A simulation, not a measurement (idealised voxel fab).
Documented hereafter: the process module known as voxel released beams.
It is cross-section cut that appears here, measuring 220 nm in width, its square cells being 5 nm in size.
How to read a cross-section here: the picture is a grid of square cells, written as bands going from the top down, and any band can span one or more rows of cells. Band: top and bottom heights (nm) first, top before bottom; then materials from left to right, widths in nm. "full width" marks a sole material filling the band edge to edge. "air" denotes empty space. For the purposes of this specification, 0 denotes the height below which the wafer in its as-received condition is composed wholly of one material, and the lowermost band, lacking a lower limit, extends downward without end, as expressed in "from 0 down". A width such as "30->40" changes by the same amount from each row of cells to the next, from the band's top row to its bottom row. You'll sometimes find "same as before" written for a step, and that's the way of saying that nowhere in the cross-section did a cell change during that step. Basically, "Closed void listing" tells you about the enclosed voids: empty spaces with no open way to the top, 8 cells or bigger, each written width x height at distance, where distance is from the left edge, all in nm. If you see something after the settings on a step's line, that's the simulator's own remark about that step. The "overlay nm" setting may appear on a step's line; for a step that uses a mask, it gives how far to the right of its planned position the mask lay, and a negative value indicates the left.
Steps planned for the process
1) RECEIVE, material Si
2) CONFORMAL_DEP, material SiN, thk nm 5
3) DIRECTIONAL_DEP, material SiO2, thk nm 20
4) PATTERN, tone open, mask id ANCHOR, material resist, width nm 45, thk nm 20, overlay nm 0
5) DIRECTIONAL_ETCH, etch materials SiO2, depth nm 20
6) STRIP, etch materials resist
7) CONFORMAL_DEP, material W, thk nm 15
8) PATTERN, tone cover, mask id BEAM, material resist, width nm 95, thk nm 20, overlay nm 0
9) DIRECTIONAL_ETCH, etch materials W, depth nm 15
10) STRIP, etch materials resist
11) STRIP, etch materials SiO2
First of the two wafers, run per plan
As received, after step 1
* from 0 down: Si full width
* Closed void listing: none
Cross-sectional representation of the wafer at the conclusion of step 2
* from 5 to 0: SiN full width
* Nothing below the height 0 has changed.
Cross-sectional representation of the wafer at the conclusion of step 3
* from 25 to 5: SiO2 full width
* Nothing below the height 5 has changed.
Cross-sectional representation of the wafer at the conclusion of step 4
* from 45 to 25: resist: 65; air: 45; resist: 110
* Nothing below the height 25 has changed.
Cross-sectional representation of the wafer at the conclusion of step 5
* from 45 to 25: resist: 65; air: 45; resist: 110
* from 25 to 5: SiO2: 65; air: 45; SiO2: 110
* Nothing below the height 5 has changed.
Cross-sectional representation of the wafer at the conclusion of step 6
* from 25 to 5: SiO2: 65; air: 45; SiO2: 110
* Nothing below the height 5 has changed.
Cross-sectional representation of the wafer at the conclusion of step 7
* from 40 to 25: W: 80; air: 15; W: 125
* from 25 to 20: SiO2: 65; W: 15; air: 15; W: 15; SiO2: 110
* from 20 to 5: SiO2: 65; W: 45; SiO2: 110
* Nothing below the height 5 has changed.
Cross-sectional representation of the wafer at the conclusion of step 8
* from 60 to 40: air: 60; resist: 95; air: 65
* from 40 to 25: W: 80; resist: 15; W: 125
* from 25 to 20: SiO2: 65; W: 15; resist: 15; W: 15; SiO2: 110
* Nothing below the height 20 has changed.
Cross-sectional representation of the wafer at the conclusion of step 9
* from 60 to 40: air: 60; resist: 95; air: 65
* from 40 to 25: air: 60; W: 20; resist: 15; W: 60; air: 65
* Nothing below the height 25 has changed.
Cross-sectional representation of the wafer at the conclusion of step 10
* from 40 to 25: air: 60; W: 20; air: 15; W: 60; air: 65
* from 25 to 20: SiO2: 65; W: 15; air: 15; W: 15; SiO2: 110
* Nothing below the height 20 has changed.
Cross-sectional representation of the wafer at the conclusion of step 11
* from 40 to 25: air: 60; W: 20; air: 15; W: 60; air: 65
* from 25 to 20: air: 65; W: 15; air: 15; W: 15; air: 110
* from 20 to 5: air: 65; W: 45; air: 110
* Nothing below the height 5 has changed.
Wafer two. Same start, same plan, one slip in execution. Same as wafer one through step 6, inclusive
Second wafer, cut view, end of step 7 per plan
* from 55 to 25: W full width
* from 25 to 5: SiO2: 65; W: 45; SiO2: 110
* Nothing below the height 5 has changed.
Second wafer, cut view, end of step 8 per plan
* from 75 to 55: air: 60; resist: 95; air: 65
* Nothing below the height 55 has changed.
Second wafer, cut view, end of step 9 per plan
* from 75 to 55: air: 60; resist: 95; air: 65
* from 55 to 40: air: 60; W: 95; air: 65
* Nothing below the height 40 has changed.
Second wafer, cut view, end of step 10 per plan
* from 55 to 40: air: 60; W: 95; air: 65
* Nothing below the height 40 has changed.
Second wafer, cut view, end of step 11 per plan: same as before
Run error: step 7 of the plan was performed twice
Looking at both finished wafers in cells, the second ends up ahead of or behind the first on some materials: SiO2 +140, W +144
